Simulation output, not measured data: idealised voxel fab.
Process module, titled voxel spacer lines
Pictured: cross-section cut, 300 nm wide, on a grid of 5 nm square cells.
In this document a cross-section is written as a grid of square cells. It is given as a series of bands, listed from the top down, and a band is one or more rows of cells.
For a band, the entry starts with two heights in nm, that of the top and then that of the bottom, and carries on with the band's materials in order from left to right, each alongside its width in nm; the word "full width" beside a single material means it fills the band edge to edge, and "blank" means empty space.
Counting heights begins at 0, where everything beneath is, in the wafer as received, one material. The lowest band has no bottom; it goes on downwards, as "from 0 down" shows.
A width such as "30 to 40" changes by the same amount from each row of cells to the next, from the band's top row to its bottom row.
Take "no modifications" at face value: in the step it is given for, the cross-section changed in none of its cells.
Enclosed voids (no open way to top), threshold 8 cells or more, entry "Enclosed cavities", notation width x height at distance, distance from left edge, nm.
Whatever follows a step's settings on its line is a remark the simulator itself makes about that step.
The setting "overlay nm" may be written on the line of a step. When the step uses a mask, the value reports how far to the right of the planned place the mask lay, and a negative value reports that it lay to the left.
Steps planned for the process:
- 1: RECEIVE (material Si)
- 2: CONFORMAL_DEP (material Al2O3; thk nm 5)
- 3: DIRECTIONAL_DEP (material W; thk nm 10)
- 4: DIRECTIONAL_DEP (material aC; thk nm 20)
- 5: PATTERN (tone cover; mask id MANDREL; material resist; width nm 15; pitch nm 50; thk nm 30; overlay nm 0)
- 6: DIRECTIONAL_ETCH (etch materials aC; depth nm 20)
- 7: STRIP (etch materials resist)
- 8: CONFORMAL_DEP (material SiO2; thk nm 10)
- 9: DIRECTIONAL_ETCH (etch materials SiO2; depth nm 10)
- 10: STRIP (etch materials aC)
- 11: DIRECTIONAL_ETCH (etch materials W; depth nm 10)
- 12: STRIP (etch materials SiO2)
- 13: FILL_DEP (material SiO2; thk nm 5)
- 14: CMP (height nm 15)
Concerning the first of two wafers, which was run in accordance with the plan:
Delivered wafer in cross-section: state after step 1:
	from 0 down = Si full width
	Enclosed cavities: none
Cross-section: wafer state after step 2:
	from 5 to 0 = Al2O3 full width
	No changes below 0.
Cross-section: wafer state after step 3:
	from 15 to 5 = W full width
	No changes below 5.
Cross-section: wafer state after step 4:
	from 35 to 15 = aC full width
	No changes below 15.
Cross-section: wafer state after step 5:
	from 65 to 35 = 90 nm blank, 15 nm resist, 35 nm blank, 15 nm resist, 35 nm blank, 15 nm resist, 95 nm blank
	No changes below 35.
Cross-section: wafer state after step 6:
	from 45 to 35 = 90 nm blank, 15 nm resist, 35 nm blank, 15 nm resist, 35 nm blank, 15 nm resist, 95 nm blank
	from 35 to 15 = 90 nm blank, 15 nm aC, 35 nm blank, 15 nm aC, 35 nm blank, 15 nm aC, 95 nm blank
	No changes below 15.
Cross-section: wafer state after step 7:
	from 35 to 15 = 90 nm blank, 15 nm aC, 35 nm blank, 15 nm aC, 35 nm blank, 15 nm aC, 95 nm blank
	No changes below 15.
Cross-section: wafer state after step 8:
	from 45 to 35 = 80 nm blank, 35 nm SiO2, 15 nm blank, 35 nm SiO2, 15 nm blank, 35 nm SiO2, 85 nm blank
	from 35 to 25 = 80 nm blank, 10 nm SiO2, 15 nm aC, 10 nm SiO2, 15 nm blank, 10 nm SiO2, 15 nm aC, 10 nm SiO2, 15 nm blank, 10 nm SiO2, 15 nm aC, 10 nm SiO2, 85 nm blank
	from 25 to 15 = 90 nm SiO2, 15 nm aC, 35 nm SiO2, 15 nm aC, 35 nm SiO2, 15 nm aC, 95 nm SiO2
	No changes below 15.
Cross-section: wafer state after step 9:
	from 35 to 15 = 80 nm blank, 10 nm SiO2, 15 nm aC, 10 nm SiO2, 15 nm blank, 10 nm SiO2, 15 nm aC, 10 nm SiO2, 15 nm blank, 10 nm SiO2, 15 nm aC, 10 nm SiO2, 85 nm blank
	No changes below 15.
Cross-section: wafer state after step 10:
	from 35 to 15 = 80 nm blank, 10 nm SiO2, 15 nm blank, 10 nm SiO2, 15 nm blank, 10 nm SiO2, 15 nm blank, 10 nm SiO2, 15 nm blank, 10 nm SiO2, 15 nm blank, 10 nm SiO2, 85 nm blank
	No changes below 15.
Cross-section: wafer state after step 11:
	from 35 to 15 = 80 nm blank, 10 nm SiO2, 15 nm blank, 10 nm SiO2, 15 nm blank, 10 nm SiO2, 15 nm blank, 10 nm SiO2, 15 nm blank, 10 nm SiO2, 15 nm blank, 10 nm SiO2, 85 nm blank
	from 15 to 5 = 80 nm blank, 10 nm W, 15 nm blank, 10 nm W, 15 nm blank, 10 nm W, 15 nm blank, 10 nm W, 15 nm blank, 10 nm W, 15 nm blank, 10 nm W, 85 nm blank
	No changes below 5.
Cross-section: wafer state after step 12:
	from 15 to 5 = 80 nm blank, 10 nm W, 15 nm blank, 10 nm W, 15 nm blank, 10 nm W, 15 nm blank, 10 nm W, 15 nm blank, 10 nm W, 15 nm blank, 10 nm W, 85 nm blank
	No changes below 5.
Cross-section: wafer state after step 13:
	from 20 to 15 = SiO2 full width
	from 15 to 5 = 80 nm SiO2, 10 nm W, 15 nm SiO2, 10 nm W, 15 nm SiO2, 10 nm W, 15 nm SiO2, 10 nm W, 15 nm SiO2, 10 nm W, 15 nm SiO2, 10 nm W, 85 nm SiO2
	No changes below 5.
Cross-section: wafer state after step 14:
	from 15 to 5 = 80 nm SiO2, 10 nm W, 15 nm SiO2, 10 nm W, 15 nm SiO2, 10 nm W, 15 nm SiO2, 10 nm W, 15 nm SiO2, 10 nm W, 15 nm SiO2, 10 nm W, 85 nm SiO2
	No changes below 5.
For the second wafer, take the first wafer's start and plan, then add one mistake made in running it; everything through step 1, that step included, is shared with the first:
The second wafer cut through, at the time step 2 was supposed to be finished:
	from 10 to 0 = W full width
	No changes below 0.
The second wafer cut through, at the time step 3 was supposed to be finished:
	from 15 to 10 = Al2O3 full width
	No changes below 10.
The second wafer cut through, at the time step 4 was supposed to be finished:
	from 35 to 15 = aC full width
	No changes below 15.
The second wafer cut through, at the time step 5 was supposed to be finished:
	from 65 to 35 = 90 nm blank, 15 nm resist, 35 nm blank, 15 nm resist, 35 nm blank, 15 nm resist, 95 nm blank
	No changes below 35.
The second wafer cut through, at the time step 6 was supposed to be finished:
	from 45 to 35 = 90 nm blank, 15 nm resist, 35 nm blank, 15 nm resist, 35 nm blank, 15 nm resist, 95 nm blank
	from 35 to 15 = 90 nm blank, 15 nm aC, 35 nm blank, 15 nm aC, 35 nm blank, 15 nm aC, 95 nm blank
	No changes below 15.
The second wafer cut through, at the time step 7 was supposed to be finished:
	from 35 to 15 = 90 nm blank, 15 nm aC, 35 nm blank, 15 nm aC, 35 nm blank, 15 nm aC, 95 nm blank
	No changes below 15.
The second wafer cut through, at the time step 8 was supposed to be finished:
	from 45 to 35 = 80 nm blank, 35 nm SiO2, 15 nm blank, 35 nm SiO2, 15 nm blank, 35 nm SiO2, 85 nm blank
	from 35 to 25 = 80 nm blank, 10 nm SiO2, 15 nm aC, 10 nm SiO2, 15 nm blank, 10 nm SiO2, 15 nm aC, 10 nm SiO2, 15 nm blank, 10 nm SiO2, 15 nm aC, 10 nm SiO2, 85 nm blank
	from 25 to 15 = 90 nm SiO2, 15 nm aC, 35 nm SiO2, 15 nm aC, 35 nm SiO2, 15 nm aC, 95 nm SiO2
	No changes below 15.
The second wafer cut through, at the time step 9 was supposed to be finished:
	from 35 to 15 = 80 nm blank, 10 nm SiO2, 15 nm aC, 10 nm SiO2, 15 nm blank, 10 nm SiO2, 15 nm aC, 10 nm SiO2, 15 nm blank, 10 nm SiO2, 15 nm aC, 10 nm SiO2, 85 nm blank
	No changes below 15.
The second wafer cut through, at the time step 10 was supposed to be finished:
	from 35 to 15 = 80 nm blank, 10 nm SiO2, 15 nm blank, 10 nm SiO2, 15 nm blank, 10 nm SiO2, 15 nm blank, 10 nm SiO2, 15 nm blank, 10 nm SiO2, 15 nm blank, 10 nm SiO2, 85 nm blank
	No changes below 15.
The second wafer cut through, at the time step 11 was supposed to be finished: no modifications
The second wafer cut through, at the time step 12 was supposed to be finished:
	from 15 to 10 = Al2O3 full width
	No changes below 10.
The second wafer cut through, at the time step 13 was supposed to be finished:
	from 20 to 15 = SiO2 full width
	No changes below 15.
The second wafer cut through, at the time step 14 was supposed to be finished:
	from 15 to 10 = Al2O3 full width
	No changes below 10.
What was done differently from what was planned? a sequencing error occurred in which plan steps 2 and 3 were transposed
End of process, cell counts, second wafer against first, materials with more or fewer: -96 SiO2 | +96 W
